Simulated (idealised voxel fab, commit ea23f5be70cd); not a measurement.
This section sets out a process module, namely voxel gate over fins.
Square cells of 5 nm make up the cross-section cut, whose width is 175 nm.
A cross-section is a grid of square cells, given in bands from the top down. A band is one or more rows of cells.
Heads up on the band format: heights come first, top then bottom, in nm. After that it's the materials left to right, each with its width in nm. A single material flagged "edge to edge" fills the whole band edge to edge, and "empty" means there's empty space there.
Basically, 0 is our baseline, since under it the wafer straight out of the box is all one material. The bottom band has no lower end and keeps on going down, so it looks like "0 nm and below".
Width "30..40": first value at the band's top row of cells, second value at its bottom row, equal change from row to row.
Step marked "everything unchanged"? Then no cell in the cross-section changed in it.
"Enclosed void listing" enumerates empty spaces isolated from the top, with no open way to it, that contain at least 8 cells, giving each as width x height at distance from the left edge, all three in nm.
Post-settings text on a step line: simulator's own remark regarding the step.
"overlay nm" answers the question of how far to the right of plan the mask lay on a step that has a mask, and when it is negative the answer is to the left.
**Planned process steps**
1: RECEIVE with material Si
2: CONFORMAL_DEP with material SiN, thk nm 10
3: MASKED_ETCH with tone cover, mask id FINS, width nm 15, pitch nm 45, etch materials SiN, depth nm 10, overlay nm 0
4: MASKED_ETCH with tone cover, mask id FINS, width nm 15, pitch nm 45, etch materials Si, depth nm 30, overlay nm 0
5: OXIDIZE with depth nm 5
6: FILL_DEP with material SiO2, thk nm 5
7: CMP with height nm 10
8: SELECTIVE_ETCH with etch materials SiO2, depth nm 20
9: STRIP with etch materials SiN
10: CONFORMAL_DEP with material HfO2, thk nm 5
11: CONFORMAL_DEP with material TiN, thk nm 5
12: CONFORMAL_DEP with material TiAl, thk nm 5
13: CONFORMAL_DEP with material TiN, thk nm 5
14: FILL_DEP with material W, thk nm 10
15: CMP with height nm 25
16: CONFORMAL_DEP with material SiCN, thk nm 5
**Cross-section, incoming material, after step 1**
> 0 nm and below: Si edge to edge
> Enclosed void listing: none
**Module complete - cross-section of the first of two wafers, run according to plan**
> 30 nm to 25 nm: SiCN edge to edge
> 25 nm to 20 nm: W edge to edge
> 20 nm to 15 nm: W (20) | TiN (135) | W (20)
> 15 nm to 10 nm: W (20) | TiN (5) | TiAl (35) | TiN (10) | TiAl (35) | TiN (10) | TiAl (35) | TiN (5) | W (20)
> 10 nm to 5 nm: TiN (25) | TiAl (5) | TiN (25) | TiAl (5) | TiN (10) | TiAl (5) | TiN (25) | TiAl (5) | TiN (10) | TiAl (5) | TiN (25) | TiAl (5) | TiN (25)
> 5 nm to 0 nm: TiAl (30) | TiN (5) | HfO2 (15) | TiN (5) | TiAl (20) | TiN (5) | HfO2 (15) | TiN (5) | TiAl (20) | TiN (5) | HfO2 (15) | TiN (5) | TiAl (30)
> 0 nm to -5 nm: TiN (35) | HfO2 (5) | Si (5) | HfO2 (5) | TiN (30) | HfO2 (5) | Si (5) | HfO2 (5) | TiN (30) | HfO2 (5) | Si (5) | HfO2 (5) | TiN (35)
> -5 nm to -10 nm: HfO2 (40) | Si (5) | HfO2 (40) | Si (5) | HfO2 (40) | Si (5) | HfO2 (40)
> -10 nm to -35 nm: SiO2 (40) | Si (5) | SiO2 (40) | Si (5) | SiO2 (40) | Si (5) | SiO2 (40)
> -35 nm and below: Si edge to edge
> Enclosed void listing: none
**Second of two wafers, module complete, sectioned: it shares the first wafer's start and plan but was run with one mistake**
> 30 nm to 25 nm: SiCN edge to edge
> 25 nm to 20 nm: W edge to edge
> 20 nm to 15 nm: W (20) | TiN (140) | W (15)
> 15 nm to 10 nm: W (20) | TiN (5) | TiAl (40) | TiN (5) | TiAl (40) | TiN (5) | TiAl (40) | TiN (5) | W (15)
> 10 nm to 5 nm: TiN (25) | TiAl (5) | TiN (30) | TiAl (5) | TiN (5) | TiAl (5) | TiN (30) | TiAl (5) | TiN (5) | TiAl (5) | TiN (30) | TiAl (5) | TiN (20)
> 5 nm to 0 nm: TiAl (30) | TiN (5) | HfO2 (20) | TiN (5) | TiAl (15) | TiN (5) | HfO2 (20) | TiN (5) | TiAl (15) | TiN (5) | HfO2 (20) | TiN (5) | TiAl (25)
> 0 nm to -5 nm: TiN (35) | HfO2 (5) | Si (10) | HfO2 (5) | TiN (25) | HfO2 (5) | Si (10) | HfO2 (5) | TiN (25) | HfO2 (5) | Si (10) | HfO2 (5) | TiN (30)
> -5 nm to -10 nm: HfO2 (40) | Si (10) | HfO2 (35) | Si (10) | HfO2 (35) | Si (10) | HfO2 (35)
> -10 nm to -35 nm: SiO2 (40) | Si (10) | SiO2 (35) | Si (10) | SiO2 (35) | Si (10) | SiO2 (35)
> -35 nm and below: Si edge to edge
> Enclosed void listing: none
So what did we get wrong on this run? it should be noted that step 3 was executed with settings other than those planned, the operation and settings actually applied being MASKED_ETCH with tone cover, mask id FINS, width nm 20, pitch nm 45, etch materials SiN, depth nm 10, overlay nm 0
Bottom line after processing is that, in cells, the second wafer is up or down on some materials versus the first: 21 more of Si, 15 fewer of SiO2, 4 fewer of TiN, 2 fewer of W
